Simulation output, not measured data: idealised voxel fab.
process module | voxel wiring stack
cross-section cut | 145 nm wide | cells 5 nm
A cross-section is a grid of square cells, given in bands from the top down. A band is one or more rows of cells.
Each band's line starts with the height of the band's top and of its bottom, in nm. Then come its materials from left to right, each with its width in nm. One material with "throughout" fills the band from edge to edge. "air" is empty space.
Height 0 is the level under which the wafer as received is all one material. The lowest band goes on downwards, as in "0 down".
A width such as "30 to 40" changes by the same amount from each row of cells to the next, from the band's top row to its bottom row.
"no change" after a step means that no cell of the cross-section changed.
closed voids: empty space of 8 cells or more with no open way to the top, each as width x height at its distance from the left edge, in nm
after a step's settings: what the simulator itself notes on the step
overlay nm, on a step with a mask: how far to the right of its planned place the mask lay; to the left if negative
plan
1 op RECEIVE | material Si
2 op CONFORMAL_DEP | material SiO2 | thk nm 15
3 op CONFORMAL_DEP | material SiN | thk nm 5
4 op DIRECTIONAL_DEP | material lowk | thk nm 15
5 op PATTERN | tone open | mask id METAL_1 | material resist | width nm 25 | pitch nm 45 | thk nm 20 | overlay nm 0
6 op DIRECTIONAL_ETCH | etch materials lowk | depth nm 15
7 op DIRECTIONAL_ETCH | etch materials SiN | depth nm 5
8 op STRIP | etch materials resist
9 op CONFORMAL_DEP | material TiN | thk nm 5
10 op FILL_DEP | material W | thk nm 5
11 op CMP | height nm 35
12 op CONFORMAL_DEP | material SiCN | thk nm 5
13 op DIRECTIONAL_DEP | material lowk | thk nm 15
14 op PATTERN | tone open | mask id PLUG_1 | material resist | width nm 15 | thk nm 20 | overlay nm 0
15 op DIRECTIONAL_ETCH | etch materials lowk | depth nm 15
16 op DIRECTIONAL_ETCH | etch materials SiCN | depth nm 5
17 op STRIP | etch materials resist
18 op EPI | material Ru | thk nm 10
19 op EPI | material Ru | thk nm 10
20 op DIRECTIONAL_DEP | material TiN | thk nm 5
21 op DIRECTIONAL_DEP | material W | thk nm 25
22 op DIRECTIONAL_DEP | material aC | thk nm 15
23 op PATTERN | tone cover | mask id METAL_2 | material resist | width nm 25 | pitch nm 45 | thk nm 35 | overlay nm 0
24 op DIRECTIONAL_ETCH | etch materials aC | depth nm 15
25 op STRIP | etch materials resist
26 op DIRECTIONAL_ETCH | etch materials W | depth nm 25
27 op DIRECTIONAL_ETCH | etch materials TiN | depth nm 5
28 op STRIP | etch materials aC
29 op FILL_DEP | material lowk | thk nm 5
30 op CMP | height nm 85
31 op CONFORMAL_DEP | material SiN | thk nm 5
first wafer, as planned
as received, after step 1
  0 down: Si throughout
  closed voids: none
after step 2
  15 to 0: SiO2 throughout
  below 0: unchanged
after step 3
  20 to 15: SiN throughout
  below 15: unchanged
after step 4
  35 to 20: lowk throughout
  below 20: unchanged
after step 5
  55 to 35: resist 35 | air 25 | resist 20 | air 25 | resist 40
  below 35: unchanged
after step 6
  55 to 35: resist 35 | air 25 | resist 20 | air 25 | resist 40
  35 to 20: lowk 35 | air 25 | lowk 20 | air 25 | lowk 40
  below 20: unchanged
after step 7
  55 to 35: resist 35 | air 25 | resist 20 | air 25 | resist 40
  35 to 20: lowk 35 | air 25 | lowk 20 | air 25 | lowk 40
  20 to 15: SiN 35 | air 25 | SiN 20 | air 25 | SiN 40
  below 15: unchanged
after step 8
  35 to 20: lowk 35 | air 25 | lowk 20 | air 25 | lowk 40
  below 20: unchanged
after step 9
  40 to 35: TiN 40 | air 15 | TiN 30 | air 15 | TiN 45
  35 to 20: lowk 35 | TiN 5 | air 15 | TiN 5 | lowk 20 | TiN 5 | air 15 | TiN 5 | lowk 40
  20 to 15: SiN 35 | TiN 25 | SiN 20 | TiN 25 | SiN 40
  below 15: unchanged
after step 10
  45 to 40: W throughout
  40 to 35: TiN 40 | W 15 | TiN 30 | W 15 | TiN 45
  35 to 20: lowk 35 | TiN 5 | W 15 | TiN 5 | lowk 20 | TiN 5 | W 15 | TiN 5 | lowk 40
  below 20: unchanged
after step 11
  35 to 20: lowk 35 | TiN 5 | W 15 | TiN 5 | lowk 20 | TiN 5 | W 15 | TiN 5 | lowk 40
  below 20: unchanged
after step 12
  40 to 35: SiCN throughout
  below 35: unchanged
after step 13
  55 to 40: lowk throughout
  below 40: unchanged
after step 14
  75 to 55: resist 35 | air 15 | resist 95
  below 55: unchanged
after step 15
  75 to 55: resist 35 | air 15 | resist 95
  55 to 40: lowk 35 | air 15 | lowk 95
  below 40: unchanged
after step 16
  75 to 55: resist 35 | air 15 | resist 95
  55 to 40: lowk 35 | air 15 | lowk 95
  40 to 35: SiCN 35 | air 15 | SiCN 95
  below 35: unchanged
after step 17
  55 to 40: lowk 35 | air 15 | lowk 95
  below 40: unchanged
after step 18
  55 to 45: lowk 35 | air 15 | lowk 95
  45 to 40: lowk 35 | Ru 15 | lowk 95
  40 to 35: SiCN 35 | Ru 15 | SiCN 95
  below 35: unchanged
after step 19
  55 to 40: lowk 35 | Ru 15 | lowk 95
  below 40: unchanged
after step 20
  60 to 55: TiN throughout
  below 55: unchanged
after step 21
  85 to 60: W throughout
  below 60: unchanged
after step 22
  100 to 85: aC throughout
  below 85: unchanged
after step 23
  135 to 100: air 35 | resist 25 | air 20 | resist 25 | air 40
  below 100: unchanged
after step 24
  120 to 100: air 35 | resist 25 | air 20 | resist 25 | air 40
  100 to 85: air 35 | aC 25 | air 20 | aC 25 | air 40
  below 85: unchanged
after step 25
  100 to 85: air 35 | aC 25 | air 20 | aC 25 | air 40
  below 85: unchanged
after step 26
  100 to 85: air 35 | aC 25 | air 20 | aC 25 | air 40
  85 to 60: air 35 | W 25 | air 20 | W 25 | air 40
  below 60: unchanged
after step 27
  100 to 85: air 35 | aC 25 | air 20 | aC 25 | air 40
  85 to 60: air 35 | W 25 | air 20 | W 25 | air 40
  60 to 55: air 35 | TiN 25 | air 20 | TiN 25 | air 40
  below 55: unchanged
after step 28
  85 to 60: air 35 | W 25 | air 20 | W 25 | air 40
  below 60: unchanged
after step 29
  90 to 85: lowk throughout
  85 to 60: lowk 35 | W 25 | lowk 20 | W 25 | lowk 40
  60 to 55: lowk 35 | TiN 25 | lowk 20 | TiN 25 | lowk 40
  below 55: unchanged
after step 30
  85 to 60: lowk 35 | W 25 | lowk 20 | W 25 | lowk 40
  below 60: unchanged
after step 31
  90 to 85: SiN throughout
  below 85: unchanged
second wafer: like start, like plan, one mistake. Through step 12 it matches the first wafer
when step 13 should have ended
  70 to 40: lowk throughout
  below 40: unchanged
when step 14 should have ended
  90 to 70: resist 35 | air 15 | resist 95
  below 70: unchanged
when step 15 should have ended
  90 to 70: resist 35 | air 15 | resist 95
  70 to 55: lowk 35 | air 15 | lowk 95
  below 55: unchanged
when step 16 should have ended: no change
when step 17 should have ended
  70 to 55: lowk 35 | air 15 | lowk 95
  below 55: unchanged
when step 18 should have ended: no change
when step 19 should have ended: no change
when step 20 should have ended
  75 to 70: TiN 35 | air 15 | TiN 95
  70 to 60: lowk 35 | air 15 | lowk 95
  60 to 55: lowk 35 | TiN 15 | lowk 95
  below 55: unchanged
when step 21 should have ended
  100 to 85: W 35 | air 15 | W 95
  85 to 75: W throughout
  75 to 70: TiN 35 | W 15 | TiN 95
  70 to 60: lowk 35 | W 15 | lowk 95
  below 60: unchanged
when step 22 should have ended
  115 to 100: aC 35 | air 15 | aC 95
  100 to 85: W 35 | aC 15 | W 95
  below 85: unchanged
when step 23 should have ended
  150 to 115: air 35 | resist 25 | air 20 | resist 25 | air 40
  115 to 100: aC 35 | resist 15 | aC 95
  below 100: unchanged
when step 24 should have ended
  135 to 115: air 35 | resist 25 | air 20 | resist 25 | air 40
  115 to 100: air 35 | resist 15 | aC 10 | air 20 | aC 25 | air 40
  below 100: unchanged
when step 25 should have ended
  115 to 100: air 50 | aC 10 | air 20 | aC 25 | air 40
  below 100: unchanged
when step 26 should have ended
  115 to 100: air 50 | aC 10 | air 20 | aC 25 | air 40
  100 to 85: air 35 | aC 15 | W 10 | air 20 | W 25 | air 40
  85 to 75: air 35 | W 25 | air 20 | W 25 | air 40
  below 75: unchanged
when step 27 should have ended
  115 to 100: air 50 | aC 10 | air 20 | aC 25 | air 40
  100 to 85: air 35 | aC 15 | W 10 | air 20 | W 25 | air 40
  85 to 75: air 35 | W 25 | air 20 | W 25 | air 40
  75 to 70: air 35 | W 15 | TiN 10 | air 20 | TiN 25 | air 40
  below 70: unchanged
when step 28 should have ended
  100 to 85: air 50 | W 10 | air 20 | W 25 | air 40
  below 85: unchanged
when step 29 should have ended
  105 to 100: lowk throughout
  100 to 85: lowk 50 | W 10 | lowk 20 | W 25 | lowk 40
  85 to 75: lowk 35 | W 25 | lowk 20 | W 25 | lowk 40
  75 to 70: lowk 35 | W 15 | TiN 10 | lowk 20 | TiN 25 | lowk 40
  below 70: unchanged
when step 30 should have ended
  85 to 75: lowk 35 | W 25 | lowk 20 | W 25 | lowk 40
  below 75: unchanged
when step 31 should have ended
  90 to 85: SiN throughout
  below 85: unchanged
what went wrong: step 13 was run twice
at the end the second wafer has, in cells: 12 fewer of Ru | 3 more of SiCN | 21 fewer of W | 30 more of lowk
